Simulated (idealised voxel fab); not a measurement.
voxel released beams: a process module
Square cell edge 5 nm, section width 240 nm, ID cut.
In this document a cross-section is written as a grid of square cells. It is given as a series of bands, listed from the top down, and a band is one or more rows of cells. Quick guide to a band line: top height, bottom height (nm) up front; then every material left to right with its width in nm. Only one material and it's marked "edge to edge"? Then it fills the band edge to edge. And "air" just means empty space. Heads up on the height convention: 0 is the point under which the incoming wafer is all one material, and the lowest band has no bottom, it just keeps going down, like "0 -> down". Top row gets the first number, bottom row gets the second, and each row in between changes by the same step: that is how a band width like "30..40" works. The cross-section has no changed cell in any step marked "no modifications". Voids not open to the top, 8 cells minimum: see "Listed closed voids". Written width x height at distance; distance is from the left edge; nm. If you see something after the settings on a step's line, that's the simulator's own remark about that step. The line of a step may include "overlay nm". On a step with a mask, this value is how far to the right of its planned place the mask lay. A negative value means the mask lay to the left.
INTENDED PROCESS STEPS
| 1 | RECEIVE with material Si |
| 2 | CONFORMAL_DEP with material SiN, thk nm 10 |
| 3 | DIRECTIONAL_DEP with material SiO2, thk nm 10 |
| 4 | PATTERN with tone open, mask id ANCHOR, material resist, width nm 45, thk nm 20, overlay nm 0 |
| 5 | DIRECTIONAL_ETCH with etch materials SiO2, depth nm 10 |
| 6 | STRIP with etch materials resist |
| 7 | CONFORMAL_DEP with material W, thk nm 15 |
| 8 | MASKED_ETCH with tone cover, mask id BEAM, width nm 105, etch materials W, depth nm 15, overlay nm 0 |
| 9 | STRIP with etch materials SiO2 |
HERE'S WHAT THE WAFER LOOKED LIKE IN CROSS-SECTION WHEN IT ARRIVED - THAT'S AFTER STEP 1
0 -> down | Si edge to edge
Listed closed voids: none
CROSS-SECTIONAL VIEW OF THE FIRST OF THE TWO WAFERS UPON COMPLETION OF THE MODULE, PROCESSED IN ACCORDANCE WITH THE PLAN
35 -> 25 | 65 nm air  20 nm W  15 nm air  70 nm W  70 nm air
25 -> 20 | 65 nm air  105 nm W  70 nm air
20 -> 10 | 70 nm air  45 nm W  125 nm air
10 -> 0 | SiN edge to edge
0 -> down | Si edge to edge
Listed closed voids: none
WHAT THE SECOND WAFER LOOKS LIKE IN CROSS-SECTION ONCE THE MODULE IS DONE. ITS START AND ITS PLAN MATCHED THE FIRST WAFER'S EXACTLY; WHAT DIFFERED WAS ONE MISTAKE IN HOW IT WAS RUN
35 -> 25 | 85 nm SiN  15 nm air  140 nm SiN
25 -> 20 | SiN edge to edge
20 -> 10 | 70 nm SiO2  45 nm SiN  125 nm SiO2
10 -> 0 | SiN edge to edge
0 -> down | Si edge to edge
Listed closed voids: none
Plan not followed: step 7 went in with a setting other than planned; the actual run was CONFORMAL_DEP with material SiN, thk nm 15
Final wafer comparison in cells, second versus first, more or fewer per material: +156 SiN; +78 SiO2; -75 W
